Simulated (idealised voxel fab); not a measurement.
process module | voxel capacitor over wiring
Cross-section cut spans 205 nm and uses square cells 5 nm in size.
Cross-sections here: square-cell grids, written as top-down lists of bands, a band being one or more rows of cells. Read a band's entry like this: the first values are the height of its top and the height of its bottom in nm, and what follows is the sequence of materials from left to right, each with its width in nm. Note that "air" is empty space, and that a single material marked "all across" reaches across the band from edge to edge. All heights in this document are referenced to 0, defined as the level beneath which the wafer, as received, consists entirely of one material. The lowest band is not bounded below; it extends indefinitely downward and is written in the form "0 nm and below". A two-number width, for instance "30 to 40", indicates that the width is equal to the first number in the top row of the band and to the second number in the bottom row, and that it changes by a constant amount per row of cells. What does "nothing changed" mean for a step? It means no cell of the cross-section changed in that step. Heads up: "Unvented voids" only lists the empty pockets with no open path to the top that are 8 cells or more, and it writes them as width x height at distance, distance from the left edge, in nm. What comes after the settings on a step's line is commentary from the simulator itself on that step. On any step carrying a mask, the "overlay nm" setting, if present on the step's line, tells how far right of its planned place the mask lay; negative values point to the left.

THE PLANNED PROCESS STEPS ARE ENUMERATED HEREUNDER
1,RECEIVE, material Si
2,CONFORMAL_DEP, material SiO2, thk nm 10
3,CONFORMAL_DEP, material SiCN, thk nm 5
4,DIRECTIONAL_DEP, material SiO2, thk nm 25
5,PATTERN, tone open, mask id METAL_1, material resist, width nm 20, pitch nm 85, thk nm 15, overlay nm 0
6,DIRECTIONAL_ETCH, etch materials SiO2, depth nm 25
7,DIRECTIONAL_ETCH, etch materials SiCN, depth nm 5
8,STRIP, etch materials resist
9,CONFORMAL_DEP, material TiN, thk nm 5
10,FILL_DEP, material Cu, thk nm 10
11,CMP, height nm 40
12,CONFORMAL_DEP, material SiCN, thk nm 5
13,DIRECTIONAL_DEP, material SiO2, thk nm 20
14,DIRECTIONAL_DEP, material aC, thk nm 15
15,PATTERN, tone open, mask id PLUG_1, material resist, width nm 15, thk nm 30, overlay nm 0
16,DIRECTIONAL_ETCH, etch materials aC, depth nm 15
17,STRIP, etch materials resist
18,DIRECTIONAL_ETCH, etch materials SiO2, depth nm 20
19,DIRECTIONAL_ETCH, etch materials SiCN, depth nm 5
20,STRIP, etch materials aC
21,EPI, material Ru, thk nm 10
22,EPI, material Ru, thk nm 10
23,EPI, material Ru, thk nm 5
24,DIRECTIONAL_DEP, material TiN, thk nm 5
25,DIRECTIONAL_DEP, material Al2O3, thk nm 5
26,DIRECTIONAL_DEP, material TiN, thk nm 5
27,MASKED_ETCH, tone cover, mask id UPPER_PLATE, width nm 70, etch materials TiN, depth nm 5, overlay nm 0
28,MASKED_ETCH, tone cover, mask id UPPER_PLATE, width nm 70, etch materials Al2O3, depth nm 5, overlay nm 0
29,MASKED_ETCH, tone cover, mask id LOWER_PLATE, width nm 80, etch materials TiN, depth nm 5, overlay nm 0
30,FILL_DEP, material SiO2, thk nm 15
31,CMP, height nm 90
32,DIRECTIONAL_DEP, material aC, thk nm 15
33,PATTERN, tone open, mask id PLUG_2, material resist, width nm 15, thk nm 35, overlay nm 0
34,DIRECTIONAL_ETCH, etch materials aC, depth nm 15
35,STRIP, etch materials resist
36,DIRECTIONAL_ETCH, etch materials SiO2, depth nm 10
37,STRIP, etch materials aC
38,CONFORMAL_DEP, material TiN, thk nm 5
39,FILL_DEP, material Cu, thk nm 5
40,CMP, height nm 90
41,CONFORMAL_DEP, material SiCN, thk nm 5

INCOMING WAFER, CROSS-SECTIONAL VIEW, POST STEP 1
	0 nm and below  Si all across
	Unvented voids: none

MODULE COMPLETE, CROSS-SECTION. STARTING POINT AND PLAN PER ABOVE. ONE MISTAKE MADE IN RUNNING THE MODULE
	95 nm to 90 nm  SiCN all across
	90 nm to 85 nm  65 nm SiO2; 5 nm TiN; 5 nm Cu; 5 nm TiN; 125 nm SiO2
	85 nm to 80 nm  65 nm SiO2; 15 nm TiN; 125 nm SiO2
	80 nm to 75 nm  SiO2 all across
	75 nm to 70 nm  55 nm SiO2; 70 nm Al2O3; 80 nm SiO2
	70 nm to 65 nm  50 nm SiO2; 80 nm TiN; 75 nm SiO2
	65 nm to 45 nm  55 nm SiO2; 15 nm Ru; 135 nm SiO2
	45 nm to 40 nm  55 nm SiCN; 15 nm Ru; 135 nm SiCN
	40 nm to 15 nm  50 nm SiO2; 5 nm TiN; 10 nm Cu; 5 nm TiN; 65 nm SiO2; 5 nm TiN; 10 nm Cu; 5 nm TiN; 50 nm SiO2
	15 nm to 10 nm  50 nm SiCN; 20 nm TiN; 65 nm SiCN; 20 nm TiN; 50 nm SiCN
	10 nm to 0 nm  SiO2 all across
	0 nm and below  Si all across
	Unvented voids: none
Short version of what went wrong: step 26 of the plan was bypassed and not carried out
